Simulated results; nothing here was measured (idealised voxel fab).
Proc. module: voxel self aligned contacts
We display cut, a cross-section 235 nm in width whose square cells are each 5 nm.
Notation: cross-section as square-cell grid; stated in bands, top first, going down; one or more cell rows per band. Band: top and bottom heights (nm) first, top before bottom; then materials from left to right, widths in nm. "edge to edge" marks a sole material filling the band edge to edge. "air" denotes empty space. Height datum 0, below which the as-received substrate wafer is one material. Lowest band open at the bottom, running downward: "z 0 and below". Width spec "30->40" -> top row of cells at first value, bottom row at second value, equal per-row change in between. "changes: none" -> step changed no cross-section cell. Heads up: "Enclosed void list" only lists the empty pockets with no open path to the top that are 8 cells or more, and it writes them as width x height at distance, distance from the left edge, in nm. What comes after the settings on a step's line is commentary from the simulator itself on that step. Each step line may optionally specify "overlay nm", which for a step with a mask gives the rightward distance between the mask's planned place and where it lay, a negative value indicating the leftward direction.
-- Here's what the planned process steps look like
step 1: RECEIVE,material Si
step 2: CONFORMAL_DEP,material SiO2,thk nm 5
step 3: DIRECTIONAL_DEP,material polySi,thk nm 30
step 4: DIRECTIONAL_DEP,material SiN,thk nm 20
step 5: DIRECTIONAL_DEP,material aC,thk nm 15
step 6: PATTERN,tone cover,mask id GATE,material resist,width nm 25,pitch nm 60,thk nm 30,overlay nm 0
step 7: DIRECTIONAL_ETCH,etch materials aC,depth nm 15
step 8: STRIP,etch materials resist
step 9: DIRECTIONAL_ETCH,etch materials SiN,depth nm 20
step 10: DIRECTIONAL_ETCH,etch materials polySi,depth nm 30
step 11: STRIP,etch materials aC
step 12: CONFORMAL_DEP,material SiN,thk nm 10
step 13: DIRECTIONAL_ETCH,etch materials SiN,depth nm 10
step 14: FILL_DEP,material SiO2,thk nm 15
step 15: CMP,height nm 65
step 16: MASKED_ETCH,tone open,mask id CONTACT,width nm 45,pitch nm 60,etch materials SiO2,depth nm 65,overlay nm 0
step 17: CONFORMAL_DEP,material TiN,thk nm 5
step 18: FILL_DEP,material W,thk nm 5
step 19: CMP,height nm 65
step 20: CONFORMAL_DEP,material SiN,thk nm 5
-- On the first of the two wafers: run conducted according to plan
-- As-received state of the wafer in cross-section, equivalent to post-step 1
* z 0 and below = Si edge to edge
* Enclosed void list: none
-- After step 2, in cross-section
* z 5 to 0 = SiO2 edge to edge
* Heights below 0 show no change.
-- After step 3, in cross-section
* z 35 to 5 = polySi edge to edge
* Heights below 5 show no change.
-- After step 4, in cross-section
* z 55 to 35 = SiN edge to edge
* Heights below 35 show no change.
-- After step 5, in cross-section
* z 70 to 55 = aC edge to edge
* Heights below 55 show no change.
-- After step 6, in cross-section
* z 100 to 70 = air 45 nm / resist 25 nm / air 35 nm / resist 25 nm / air 35 nm / resist 25 nm / air 45 nm
* Heights below 70 show no change.
-- After step 7, in cross-section
* z 85 to 70 = air 45 nm / resist 25 nm / air 35 nm / resist 25 nm / air 35 nm / resist 25 nm / air 45 nm
* z 70 to 55 = air 45 nm / aC 25 nm / air 35 nm / aC 25 nm / air 35 nm / aC 25 nm / air 45 nm
* Heights below 55 show no change.
-- After step 8, in cross-section
* z 70 to 55 = air 45 nm / aC 25 nm / air 35 nm / aC 25 nm / air 35 nm / aC 25 nm / air 45 nm
* Heights below 55 show no change.
-- After step 9, in cross-section
* z 70 to 55 = air 45 nm / aC 25 nm / air 35 nm / aC 25 nm / air 35 nm / aC 25 nm / air 45 nm
* z 55 to 35 = air 45 nm / SiN 25 nm / air 35 nm / SiN 25 nm / air 35 nm / SiN 25 nm / air 45 nm
* Heights below 35 show no change.
-- After step 10, in cross-section
* z 70 to 55 = air 45 nm / aC 25 nm / air 35 nm / aC 25 nm / air 35 nm / aC 25 nm / air 45 nm
* z 55 to 35 = air 45 nm / SiN 25 nm / air 35 nm / SiN 25 nm / air 35 nm / SiN 25 nm / air 45 nm
* z 35 to 5 = air 45 nm / polySi 25 nm / air 35 nm / polySi 25 nm / air 35 nm / polySi 25 nm / air 45 nm
* Heights below 5 show no change.
-- After step 11, in cross-section
* z 55 to 35 = air 45 nm / SiN 25 nm / air 35 nm / SiN 25 nm / air 35 nm / SiN 25 nm / air 45 nm
* Heights below 35 show no change.
-- After step 12, in cross-section
* z 65 to 35 = air 35 nm / SiN 45 nm / air 15 nm / SiN 45 nm / air 15 nm / SiN 45 nm / air 35 nm
* z 35 to 15 = air 35 nm / SiN 10 nm / polySi 25 nm / SiN 10 nm / air 15 nm / SiN 10 nm / polySi 25 nm / SiN 10 nm / air 15 nm / SiN 10 nm / polySi 25 nm / SiN 10 nm / air 35 nm
* z 15 to 5 = SiN 45 nm / polySi 25 nm / SiN 35 nm / polySi 25 nm / SiN 35 nm / polySi 25 nm / SiN 45 nm
* Heights below 5 show no change.
-- After step 13, in cross-section
* z 55 to 35 = air 35 nm / SiN 45 nm / air 15 nm / SiN 45 nm / air 15 nm / SiN 45 nm / air 35 nm
* z 35 to 5 = air 35 nm / SiN 10 nm / polySi 25 nm / SiN 10 nm / air 15 nm / SiN 10 nm / polySi 25 nm / SiN 10 nm / air 15 nm / SiN 10 nm / polySi 25 nm / SiN 10 nm / air 35 nm
* Heights below 5 show no change.
-- After step 14, in cross-section
* z 70 to 55 = SiO2 edge to edge
* z 55 to 35 = SiO2 35 nm / SiN 45 nm / SiO2 15 nm / SiN 45 nm / SiO2 15 nm / SiN 45 nm / SiO2 35 nm
* z 35 to 5 = SiO2 35 nm / SiN 10 nm / polySi 25 nm / SiN 10 nm / SiO2 15 nm / SiN 10 nm / polySi 25 nm / SiN 10 nm / SiO2 15 nm / SiN 10 nm / polySi 25 nm / SiN 10 nm / SiO2 35 nm
* Heights below 5 show no change.
-- After step 15, in cross-section
* z 65 to 55 = SiO2 edge to edge
* Heights below 55 show no change.
-- After step 16, in cross-section
* z 65 to 55 = SiO2 65 nm / air 45 nm / SiO2 15 nm / air 45 nm / SiO2 65 nm
* z 55 to 35 = SiO2 35 nm / SiN 45 nm / air 15 nm / SiN 45 nm / air 15 nm / SiN 45 nm / SiO2 35 nm
* z 35 to 5 = SiO2 35 nm / SiN 10 nm / polySi 25 nm / SiN 10 nm / air 15 nm / SiN 10 nm / polySi 25 nm / SiN 10 nm / air 15 nm / SiN 10 nm / polySi 25 nm / SiN 10 nm / SiO2 35 nm
* z 5 to 0 = SiO2 80 nm / air 15 nm / SiO2 45 nm / air 15 nm / SiO2 80 nm
* Heights below 0 show no change.
-- After step 17, in cross-section
* z 70 to 65 = TiN 70 nm / air 35 nm / TiN 25 nm / air 35 nm / TiN 70 nm
* z 65 to 55 = SiO2 65 nm / TiN 5->20 nm / air 35->5 nm / TiN 5->20 nm / SiO2 15 nm / TiN 5->20 nm / air 35->5 nm / TiN 5->20 nm / SiO2 65 nm
* z 55 to 35 = SiO2 35 nm / SiN 45 nm / TiN 5 nm / air 5 nm / TiN 5 nm / SiN 45 nm / TiN 5 nm / air 5 nm / TiN 5 nm / SiN 45 nm / SiO2 35 nm
* z 35 to 5 = SiO2 35 nm / SiN 10 nm / polySi 25 nm / SiN 10 nm / TiN 5 nm / air 5 nm / TiN 5 nm / SiN 10 nm / polySi 25 nm / SiN 10 nm / TiN 5 nm / air 5 nm / TiN 5 nm / SiN 10 nm / polySi 25 nm / SiN 10 nm / SiO2 35 nm
* z 5 to 0 = SiO2 80 nm / TiN 15 nm / SiO2 45 nm / TiN 15 nm / SiO2 80 nm
* Heights below 0 show no change.
-- After step 18, in cross-section
* z 75 to 70 = W edge to edge
* z 70 to 65 = TiN 70 nm / W 35 nm / TiN 25 nm / W 35 nm / TiN 70 nm
* z 65 to 55 = SiO2 65 nm / TiN 5->20 nm / W 35->5 nm / TiN 5->20 nm / SiO2 15 nm / TiN 5->20 nm / W 35->5 nm / TiN 5->20 nm / SiO2 65 nm
* z 55 to 35 = SiO2 35 nm / SiN 45 nm / TiN 5 nm / W 5 nm / TiN 5 nm / SiN 45 nm / TiN 5 nm / W 5 nm / TiN 5 nm / SiN 45 nm / SiO2 35 nm
* z 35 to 5 = SiO2 35 nm / SiN 10 nm / polySi 25 nm / SiN 10 nm / TiN 5 nm / W 5 nm / TiN 5 nm / SiN 10 nm / polySi 25 nm / SiN 10 nm / TiN 5 nm / W 5 nm / TiN 5 nm / SiN 10 nm / polySi 25 nm / SiN 10 nm / SiO2 35 nm
* Heights below 5 show no change.
-- After step 19, in cross-section
* z 65 to 55 = SiO2 65 nm / TiN 5->20 nm / W 35->5 nm / TiN 5->20 nm / SiO2 15 nm / TiN 5->20 nm / W 35->5 nm / TiN 5->20 nm / SiO2 65 nm
* Heights below 55 show no change.
-- After step 20, in cross-section
* z 70 to 65 = SiN edge to edge
* Heights below 65 show no change.
-- The remaining wafer, second of the two, started like the first and was run to the same plan, except that one mistake was made along the way; the two coincide through step 2, inclusive
-- The second wafer in cross-section, at the planned close of step 3
* z 65 to 5 = polySi edge to edge
* Heights below 5 show no change.
-- The second wafer in cross-section, at the planned close of step 4
* z 85 to 65 = SiN edge to edge
* Heights below 65 show no change.
-- The second wafer in cross-section, at the planned close of step 5
* z 100 to 85 = aC edge to edge
* Heights below 85 show no change.
-- The second wafer in cross-section, at the planned close of step 6
* z 130 to 100 = air 45 nm / resist 25 nm / air 35 nm / resist 25 nm / air 35 nm / resist 25 nm / air 45 nm
* Heights below 100 show no change.
-- The second wafer in cross-section, at the planned close of step 7
* z 115 to 100 = air 45 nm / resist 25 nm / air 35 nm / resist 25 nm / air 35 nm / resist 25 nm / air 45 nm
* z 100 to 85 = air 45 nm / aC 25 nm / air 35 nm / aC 25 nm / air 35 nm / aC 25 nm / air 45 nm
* Heights below 85 show no change.
-- The second wafer in cross-section, at the planned close of step 8
* z 100 to 85 = air 45 nm / aC 25 nm / air 35 nm / aC 25 nm / air 35 nm / aC 25 nm / air 45 nm
* Heights below 85 show no change.
-- The second wafer in cross-section, at the planned close of step 9
* z 100 to 85 = air 45 nm / aC 25 nm / air 35 nm / aC 25 nm / air 35 nm / aC 25 nm / air 45 nm
* z 85 to 65 = air 45 nm / SiN 25 nm / air 35 nm / SiN 25 nm / air 35 nm / SiN 25 nm / air 45 nm
* Heights below 65 show no change.
-- The second wafer in cross-section, at the planned close of step 10
* z 100 to 85 = air 45 nm / aC 25 nm / air 35 nm / aC 25 nm / air 35 nm / aC 25 nm / air 45 nm
* z 85 to 65 = air 45 nm / SiN 25 nm / air 35 nm / SiN 25 nm / air 35 nm / SiN 25 nm / air 45 nm
* z 65 to 35 = air 45 nm / polySi 25 nm / air 35 nm / polySi 25 nm / air 35 nm / polySi 25 nm / air 45 nm
* Heights below 35 show no change.
-- The second wafer in cross-section, at the planned close of step 11
* z 85 to 65 = air 45 nm / SiN 25 nm / air 35 nm / SiN 25 nm / air 35 nm / SiN 25 nm / air 45 nm
* Heights below 65 show no change.
-- The second wafer in cross-section, at the planned close of step 12
* z 95 to 65 = air 35 nm / SiN 45 nm / air 15 nm / SiN 45 nm / air 15 nm / SiN 45 nm / air 35 nm
* z 65 to 45 = air 35 nm / SiN 10 nm / polySi 25 nm / SiN 10 nm / air 15 nm / SiN 10 nm / polySi 25 nm / SiN 10 nm / air 15 nm / SiN 10 nm / polySi 25 nm / SiN 10 nm / air 35 nm
* z 45 to 35 = SiN 45 nm / polySi 25 nm / SiN 35 nm / polySi 25 nm / SiN 35 nm / polySi 25 nm / SiN 45 nm
* Heights below 35 show no change.
-- The second wafer in cross-section, at the planned close of step 13
* z 85 to 65 = air 35 nm / SiN 45 nm / air 15 nm / SiN 45 nm / air 15 nm / SiN 45 nm / air 35 nm
* z 65 to 35 = air 35 nm / SiN 10 nm / polySi 25 nm / SiN 10 nm / air 15 nm / SiN 10 nm / polySi 25 nm / SiN 10 nm / air 15 nm / SiN 10 nm / polySi 25 nm / SiN 10 nm / air 35 nm
* Heights below 35 show no change.
-- The second wafer in cross-section, at the planned close of step 14
* z 100 to 85 = SiO2 edge to edge
* z 85 to 65 = SiO2 35 nm / SiN 45 nm / SiO2 15 nm / SiN 45 nm / SiO2 15 nm / SiN 45 nm / SiO2 35 nm
* z 65 to 35 = SiO2 35 nm / SiN 10 nm / polySi 25 nm / SiN 10 nm / SiO2 15 nm / SiN 10 nm / polySi 25 nm / SiN 10 nm / SiO2 15 nm / SiN 10 nm / polySi 25 nm / SiN 10 nm / SiO2 35 nm
* Heights below 35 show no change.
-- The second wafer in cross-section, at the planned close of step 15
* z 65 to 35 = SiO2 35 nm / SiN 10 nm / polySi 25 nm / SiN 10 nm / SiO2 15 nm / SiN 10 nm / polySi 25 nm / SiN 10 nm / SiO2 15 nm / SiN 10 nm / polySi 25 nm / SiN 10 nm / SiO2 35 nm
* Heights below 35 show no change.
-- The second wafer in cross-section, at the planned close of step 16
* z 65 to 35 = SiO2 35 nm / SiN 10 nm / polySi 25 nm / SiN 10 nm / air 15 nm / SiN 10 nm / polySi 25 nm / SiN 10 nm / air 15 nm / SiN 10 nm / polySi 25 nm / SiN 10 nm / SiO2 35 nm
* Heights below 35 show no change.
-- The second wafer in cross-section, at the planned close of step 17
* z 70 to 65 = TiN 85 nm / air 5 nm / TiN 55 nm / air 5 nm / TiN 85 nm
* z 65 to 40 = SiO2 35 nm / SiN 10 nm / polySi 25 nm / SiN 10 nm / TiN 5 nm / air 5 nm / TiN 5 nm / SiN 10 nm / polySi 25 nm / SiN 10 nm / TiN 5 nm / air 5 nm / TiN 5 nm / SiN 10 nm / polySi 25 nm / SiN 10 nm / SiO2 35 nm
* z 40 to 35 = SiO2 35 nm / SiN 10 nm / polySi 25 nm / SiN 10 nm / TiN 15 nm / SiN 10 nm / polySi 25 nm / SiN 10 nm / TiN 15 nm / SiN 10 nm / polySi 25 nm / SiN 10 nm / SiO2 35 nm
* Heights below 35 show no change.
-- The second wafer in cross-section, at the planned close of step 18
* z 75 to 70 = W edge to edge
* z 70 to 65 = TiN 85 nm / W 5 nm / TiN 55 nm / W 5 nm / TiN 85 nm
* z 65 to 40 = SiO2 35 nm / SiN 10 nm / polySi 25 nm / SiN 10 nm / TiN 5 nm / W 5 nm / TiN 5 nm / SiN 10 nm / polySi 25 nm / SiN 10 nm / TiN 5 nm / W 5 nm / TiN 5 nm / SiN 10 nm / polySi 25 nm / SiN 10 nm / SiO2 35 nm
* Heights below 40 show no change.
-- The second wafer in cross-section, at the planned close of step 19
* z 65 to 40 = SiO2 35 nm / SiN 10 nm / polySi 25 nm / SiN 10 nm / TiN 5 nm / W 5 nm / TiN 5 nm / SiN 10 nm / polySi 25 nm / SiN 10 nm / TiN 5 nm / W 5 nm / TiN 5 nm / SiN 10 nm / polySi 25 nm / SiN 10 nm / SiO2 35 nm
* Heights below 40 show no change.
-- The second wafer in cross-section, at the planned close of step 20
* z 70 to 65 = SiN edge to edge
* Heights below 65 show no change.
Error vs. plan: twice, step 3 of the plan was run
Counted in cells at the end, the second wafer holds more or fewer of these materials than the first: -108 SiN | -108 SiO2 | -40 TiN | -26 W | +282 polySi
